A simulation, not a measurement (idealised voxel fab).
The process module presented herein is designated voxel ribs on slabs.
Section cut is 295 nm wide and gridded with 5 nm square cells.
In what follows, cross-sections appear as grids of square cells, described through bands that run from the top down, where every band is one or more rows of cells. What a band's entry tells you: where the top is and where the bottom is, as heights in nm, and after that what lies inside, material by material from left to right, each with its width in nm. Empty space is written as the word "blank", and a single material marked with the word "edge to edge" occupies the band from edge to edge. All heights in this document are referenced to 0, defined as the level beneath which the wafer, as received, consists entirely of one material. The lowest band is not bounded below; it extends indefinitely downward and is written in the form "0 -> down". The width entry "30 to 40" should be interpreted row by row: the top row of cells in the band takes the first number, the bottom row takes the second number, and the change between adjacent rows is uniform throughout. When a step is marked "no alteration", none of the cells in the cross-section changed during that step. "Listed closed voids": empty spaces of 8 cells or more with no open way to the top, each given as width x height at distance, distance from the left edge, all in nm. Note: text after step settings on the step line = simulator remark on that step. overlay nm: step with mask; distance mask lay right of planned place; negative value = left of planned place.
-- So here's the lineup of process steps we planned
step 1: RECEIVE: material Si
step 2: DIRECTIONAL_DEP: material SiO2, thk nm 25
step 3: DIRECTIONAL_DEP: material polySi, thk nm 15
step 4: PATTERN: tone cover, mask id RIB, material resist, width nm 30, thk nm 15, overlay nm 0
step 5: DIRECTIONAL_ETCH: etch materials polySi, depth nm 5
step 6: STRIP: etch materials resist
step 7: MASKED_ETCH: tone cover, mask id SLAB, width nm 60, etch materials polySi, depth nm 10, overlay nm 0
step 8: FILL_DEP: material SiO2, thk nm 20
step 9: CMP: height nm 55
step 10: DIRECTIONAL_DEP: material TiN, thk nm 5
step 11: MASKED_ETCH: tone cover, mask id HEATER, width nm 40, etch materials TiN, depth nm 5, overlay nm 0
step 12: CONFORMAL_DEP: material SiN, thk nm 5
-- Of two wafers, the first: run according to plan
-- Incoming wafer in cross-section (state: after step 1)
- 0 -> down: Si edge to edge
- Listed closed voids: none
-- The following cross-section depicts the wafer upon completion of step 2
- 25 -> 0: SiO2 edge to edge
- Heights below 0 show no change.
-- The following cross-section depicts the wafer upon completion of step 3
- 40 -> 25: polySi edge to edge
- Heights below 25 show no change.
-- The following cross-section depicts the wafer upon completion of step 4
- 55 -> 40: 130 of blank, 30 of resist, 135 of blank
- Heights below 40 show no change.
-- The following cross-section depicts the wafer upon completion of step 5
- 55 -> 40: 130 of blank, 30 of resist, 135 of blank
- 40 -> 35: 130 of blank, 30 of polySi, 135 of blank
- Heights below 35 show no change.
-- The following cross-section depicts the wafer upon completion of step 6
- 40 -> 35: 130 of blank, 30 of polySi, 135 of blank
- Heights below 35 show no change.
-- The following cross-section depicts the wafer upon completion of step 7
- 40 -> 35: 130 of blank, 30 of polySi, 135 of blank
- 35 -> 25: 115 of blank, 60 of polySi, 120 of blank
- Heights below 25 show no change.
-- The following cross-section depicts the wafer upon completion of step 8
- 60 -> 40: SiO2 edge to edge
- 40 -> 35: 130 of SiO2, 30 of polySi, 135 of SiO2
- 35 -> 25: 115 of SiO2, 60 of polySi, 120 of SiO2
- Heights below 25 show no change.
-- The following cross-section depicts the wafer upon completion of step 9
- 55 -> 40: SiO2 edge to edge
- Heights below 40 show no change.
-- The following cross-section depicts the wafer upon completion of step 10
- 60 -> 55: TiN edge to edge
- Heights below 55 show no change.
-- The following cross-section depicts the wafer upon completion of step 11
- 60 -> 55: 125 of blank, 40 of TiN, 130 of blank
- Heights below 55 show no change.
-- The following cross-section depicts the wafer upon completion of step 12
- 65 -> 60: 120 of blank, 50 of SiN, 125 of blank
- 60 -> 55: 125 of SiN, 40 of TiN, 130 of SiN
- Heights below 55 show no change.
-- Second of two: same start, same plan, one run error; steps up to and including 1 match the first
-- Cross-section, second wafer, at the end time the plan gives for step 2
- 15 -> 0: polySi edge to edge
- Heights below 0 show no change.
-- Cross-section, second wafer, at the end time the plan gives for step 3
- 40 -> 15: SiO2 edge to edge
- Heights below 15 show no change.
-- Cross-section, second wafer, at the end time the plan gives for step 4
- 55 -> 40: 130 of blank, 30 of resist, 135 of blank
- Heights below 40 show no change.
Cross-section, second wafer, at the end time the plan gives for step 5: no alteration
-- Cross-section, second wafer, at the end time the plan gives for step 6
- 40 -> 15: SiO2 edge to edge
- Heights below 15 show no change.
Cross-section, second wafer, at the end time the plan gives for step 7: no alteration
-- Cross-section, second wafer, at the end time the plan gives for step 8
- 60 -> 15: SiO2 edge to edge
- Heights below 15 show no change.
-- Cross-section, second wafer, at the end time the plan gives for step 9
- 55 -> 15: SiO2 edge to edge
- Heights below 15 show no change.
-- Cross-section, second wafer, at the end time the plan gives for step 10
- 60 -> 55: TiN edge to edge
- Heights below 55 show no change.
-- Cross-section, second wafer, at the end time the plan gives for step 11
- 60 -> 55: 125 of blank, 40 of TiN, 130 of blank
- Heights below 55 show no change.
-- Cross-section, second wafer, at the end time the plan gives for step 12
- 65 -> 60: 120 of blank, 50 of SiN, 125 of blank
- 60 -> 55: 125 of SiN, 40 of TiN, 130 of SiN
- Heights below 55 show no change.
It is concluded that the wafer was processed incorrectly with respect to the plan, in that steps 2 and 3 were swapped
It is noted that, at the conclusion of processing, the second wafer exhibits a higher or lower cell count for certain materials relative to the first: SiO2 -147 | polySi +147
